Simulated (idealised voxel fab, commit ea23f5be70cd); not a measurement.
The following process module bears the name voxel quadruple lines.
This is section cut - it's 285 nm across, gridded in 5 nm square cells.
This document writes a cross-section as a grid whose cells are square, and gives it as bands, listed from the top down; one or more rows of cells form a band.
For a band, the entry starts with two heights in nm, that of the top and then that of the bottom, and carries on with the band's materials in order from left to right, each alongside its width in nm; the word "all across" beside a single material means it fills the band edge to edge, and "blank" means empty space.
Height 0 is the level under which the wafer as received is all one material. The lowest band goes on downwards, as in "from 0 down".
So if you see something like "30->40" for the width, read it as the top row of the band sitting at the first number and the bottom row at the second, with every row in between moving by the same amount as the last.
"changes: none" after a step means that no cell of the cross-section changed.
Any empty space of 8 cells or more lacking an open way to the top shows up in "Catalogued sealed voids" as width x height at distance, distance from the left edge, in nm.
What comes after the settings on a step's line is commentary from the simulator itself on that step.
Regarding "overlay nm": on a step with a mask, it is the distance the mask lay to the right of its planned place; a negative value places it to the left.
Process steps (planned)
1,RECEIVE, material Si
2,CONFORMAL_DEP, material SiO2, thk nm 5
3,DIRECTIONAL_DEP, material W, thk nm 10
4,DIRECTIONAL_DEP, material polySi, thk nm 20
5,DIRECTIONAL_DEP, material aC, thk nm 25
6,PATTERN, tone cover, mask id MANDREL, material resist, width nm 20, pitch nm 60, thk nm 35, overlay nm 0
7,DIRECTIONAL_ETCH, etch materials aC, depth nm 25
8,STRIP, etch materials resist
9,CONFORMAL_DEP, material SiO2, thk nm 10
10,DIRECTIONAL_ETCH, etch materials SiO2, depth nm 10
11,STRIP, etch materials aC
12,DIRECTIONAL_ETCH, etch materials polySi, depth nm 20
13,STRIP, etch materials SiO2
14,CONFORMAL_DEP, material SiCN, thk nm 5
15,DIRECTIONAL_ETCH, etch materials SiCN, depth nm 5
16,STRIP, etch materials polySi
17,DIRECTIONAL_ETCH, etch materials W, depth nm 10
18,STRIP, etch materials SiCN
First of two wafers, with the run carried out as planned
As received, after step 1
    from 0 down | Si all across
    Catalogued sealed voids: none
How the wafer stands in section after step 2
    from 5 to 0 | SiO2 all across
    below 0: unchanged
How the wafer stands in section after step 3
    from 15 to 5 | W all across
    below 5: unchanged
How the wafer stands in section after step 4
    from 35 to 15 | polySi all across
    below 15: unchanged
How the wafer stands in section after step 5
    from 60 to 35 | aC all across
    below 35: unchanged
How the wafer stands in section after step 6
    from 95 to 60 | blank (100)  resist (20)  blank (40)  resist (20)  blank (105)
    below 60: unchanged
How the wafer stands in section after step 7
    from 70 to 60 | blank (100)  resist (20)  blank (40)  resist (20)  blank (105)
    from 60 to 35 | blank (100)  aC (20)  blank (40)  aC (20)  blank (105)
    below 35: unchanged
How the wafer stands in section after step 8
    from 60 to 35 | blank (100)  aC (20)  blank (40)  aC (20)  blank (105)
    below 35: unchanged
How the wafer stands in section after step 9
    from 70 to 60 | blank (90)  SiO2 (40)  blank (20)  SiO2 (40)  blank (95)
    from 60 to 45 | blank (90)  SiO2 (10)  aC (20)  SiO2 (10)  blank (20)  SiO2 (10)  aC (20)  SiO2 (10)  blank (95)
    from 45 to 35 | SiO2 (100)  aC (20)  SiO2 (40)  aC (20)  SiO2 (105)
    below 35: unchanged
How the wafer stands in section after step 10
    from 60 to 35 | blank (90)  SiO2 (10)  aC (20)  SiO2 (10)  blank (20)  SiO2 (10)  aC (20)  SiO2 (10)  blank (95)
    below 35: unchanged
How the wafer stands in section after step 11
    from 60 to 35 | blank (90)  SiO2 (10)  blank (20)  SiO2 (10)  blank (20)  SiO2 (10)  blank (20)  SiO2 (10)  blank (95)
    below 35: unchanged
How the wafer stands in section after step 12
    from 60 to 35 | blank (90)  SiO2 (10)  blank (20)  SiO2 (10)  blank (20)  SiO2 (10)  blank (20)  SiO2 (10)  blank (95)
    from 35 to 15 | blank (90)  polySi (10)  blank (20)  polySi (10)  blank (20)  polySi (10)  blank (20)  polySi (10)  blank (95)
    below 15: unchanged
How the wafer stands in section after step 13
    from 35 to 15 | blank (90)  polySi (10)  blank (20)  polySi (10)  blank (20)  polySi (10)  blank (20)  polySi (10)  blank (95)
    below 15: unchanged
How the wafer stands in section after step 14
    from 40 to 35 | blank (85)  SiCN (20)  blank (10)  SiCN (20)  blank (10)  SiCN (20)  blank (10)  SiCN (20)  blank (90)
    from 35 to 20 | blank (85)  SiCN (5)  polySi (10)  SiCN (5)  blank (10)  SiCN (5)  polySi (10)  SiCN (5)  blank (10)  SiCN (5)  polySi (10)  SiCN (5)  blank (10)  SiCN (5)  polySi (10)  SiCN (5)  blank (90)
    from 20 to 15 | SiCN (90)  polySi (10)  SiCN (20)  polySi (10)  SiCN (20)  polySi (10)  SiCN (20)  polySi (10)  SiCN (95)
    below 15: unchanged
How the wafer stands in section after step 15
    from 35 to 15 | blank (85)  SiCN (5)  polySi (10)  SiCN (5)  blank (10)  SiCN (5)  polySi (10)  SiCN (5)  blank (10)  SiCN (5)  polySi (10)  SiCN (5)  blank (10)  SiCN (5)  polySi (10)  SiCN (5)  blank (90)
    below 15: unchanged
How the wafer stands in section after step 16
    from 35 to 15 | blank (85)  SiCN (5)  blank (10)  SiCN (5)  blank (10)  SiCN (5)  blank (10)  SiCN (5)  blank (10)  SiCN (5)  blank (10)  SiCN (5)  blank (10)  SiCN (5)  blank (10)  SiCN (5)  blank (90)
    below 15: unchanged
How the wafer stands in section after step 17
    from 35 to 15 | blank (85)  SiCN (5)  blank (10)  SiCN (5)  blank (10)  SiCN (5)  blank (10)  SiCN (5)  blank (10)  SiCN (5)  blank (10)  SiCN (5)  blank (10)  SiCN (5)  blank (10)  SiCN (5)  blank (90)
    from 15 to 5 | blank (85)  W (5)  blank (10)  W (5)  blank (10)  W (5)  blank (10)  W (5)  blank (10)  W (5)  blank (10)  W (5)  blank (10)  W (5)  blank (10)  W (5)  blank (90)
    below 5: unchanged
How the wafer stands in section after step 18
    from 15 to 5 | blank (85)  W (5)  blank (10)  W (5)  blank (10)  W (5)  blank (10)  W (5)  blank (10)  W (5)  blank (10)  W (5)  blank (10)  W (5)  blank (10)  W (5)  blank (90)
    below 5: unchanged
Wafer two of two - same starting point, same process plan, one mistake in execution; matches wafer one up to and including step 8
Second wafer profile in section, at the moment step 9 of the plan was meant to be complete
    from 65 to 60 | blank (95)  SiO2 (30)  blank (30)  SiO2 (30)  blank (100)
    from 60 to 40 | blank (95)  SiO2 (5)  aC (20)  SiO2 (5)  blank (30)  SiO2 (5)  aC (20)  SiO2 (5)  blank (100)
    from 40 to 35 | SiO2 (100)  aC (20)  SiO2 (40)  aC (20)  SiO2 (105)
    below 35: unchanged
Second wafer profile in section, at the moment step 10 of the plan was meant to be complete
    from 60 to 55 | blank (100)  aC (20)  blank (40)  aC (20)  blank (105)
    from 55 to 35 | blank (95)  SiO2 (5)  aC (20)  SiO2 (5)  blank (30)  SiO2 (5)  aC (20)  SiO2 (5)  blank (100)
    below 35: unchanged
Second wafer profile in section, at the moment step 11 of the plan was meant to be complete
    from 55 to 35 | blank (95)  SiO2 (5)  blank (20)  SiO2 (5)  blank (30)  SiO2 (5)  blank (20)  SiO2 (5)  blank (100)
    below 35: unchanged
Second wafer profile in section, at the moment step 12 of the plan was meant to be complete
    from 55 to 35 | blank (95)  SiO2 (5)  blank (20)  SiO2 (5)  blank (30)  SiO2 (5)  blank (20)  SiO2 (5)  blank (100)
    from 35 to 15 | blank (95)  polySi (5)  blank (20)  polySi (5)  blank (30)  polySi (5)  blank (20)  polySi (5)  blank (100)
    below 15: unchanged
Second wafer profile in section, at the moment step 13 of the plan was meant to be complete
    from 35 to 15 | blank (95)  polySi (5)  blank (20)  polySi (5)  blank (30)  polySi (5)  blank (20)  polySi (5)  blank (100)
    below 15: unchanged
Second wafer profile in section, at the moment step 14 of the plan was meant to be complete
    from 40 to 35 | blank (90)  SiCN (15)  blank (10)  SiCN (15)  blank (20)  SiCN (15)  blank (10)  SiCN (15)  blank (95)
    from 35 to 20 | blank (90)  SiCN (5)  polySi (5)  SiCN (5)  blank (10)  SiCN (5)  polySi (5)  SiCN (5)  blank (20)  SiCN (5)  polySi (5)  SiCN (5)  blank (10)  SiCN (5)  polySi (5)  SiCN (5)  blank (95)
    from 20 to 15 | SiCN (95)  polySi (5)  SiCN (20)  polySi (5)  SiCN (30)  polySi (5)  SiCN (20)  polySi (5)  SiCN (100)
    below 15: unchanged
Second wafer profile in section, at the moment step 15 of the plan was meant to be complete
    from 35 to 15 | blank (90)  SiCN (5)  polySi (5)  SiCN (5)  blank (10)  SiCN (5)  polySi (5)  SiCN (5)  blank (20)  SiCN (5)  polySi (5)  SiCN (5)  blank (10)  SiCN (5)  polySi (5)  SiCN (5)  blank (95)
    below 15: unchanged
Second wafer profile in section, at the moment step 16 of the plan was meant to be complete
    from 35 to 15 | blank (90)  SiCN (5)  blank (5)  SiCN (5)  blank (10)  SiCN (5)  blank (5)  SiCN (5)  blank (20)  SiCN (5)  blank (5)  SiCN (5)  blank (10)  SiCN (5)  blank (5)  SiCN (5)  blank (95)
    below 15: unchanged
Second wafer profile in section, at the moment step 17 of the plan was meant to be complete
    from 35 to 15 | blank (90)  SiCN (5)  blank (5)  SiCN (5)  blank (10)  SiCN (5)  blank (5)  SiCN (5)  blank (20)  SiCN (5)  blank (5)  SiCN (5)  blank (10)  SiCN (5)  blank (5)  SiCN (5)  blank (95)
    from 15 to 5 | blank (90)  W (5)  blank (5)  W (5)  blank (10)  W (5)  blank (5)  W (5)  blank (20)  W (5)  blank (5)  W (5)  blank (10)  W (5)  blank (5)  W (5)  blank (95)
    below 5: unchanged
Second wafer profile in section, at the moment step 18 of the plan was meant to be complete
    from 15 to 5 | blank (90)  W (5)  blank (5)  W (5)  blank (10)  W (5)  blank (5)  W (5)  blank (20)  W (5)  blank (5)  W (5)  blank (10)  W (5)  blank (5)  W (5)  blank (95)
    below 5: unchanged
It is concluded that the wafer was processed incorrectly with respect to the plan, in that step 9 was processed under conditions differing from the plan, specifically as CONFORMAL_DEP, material SiO2, thk nm 5
Final wafers compared: equal cell tally per material, rearranged layout.
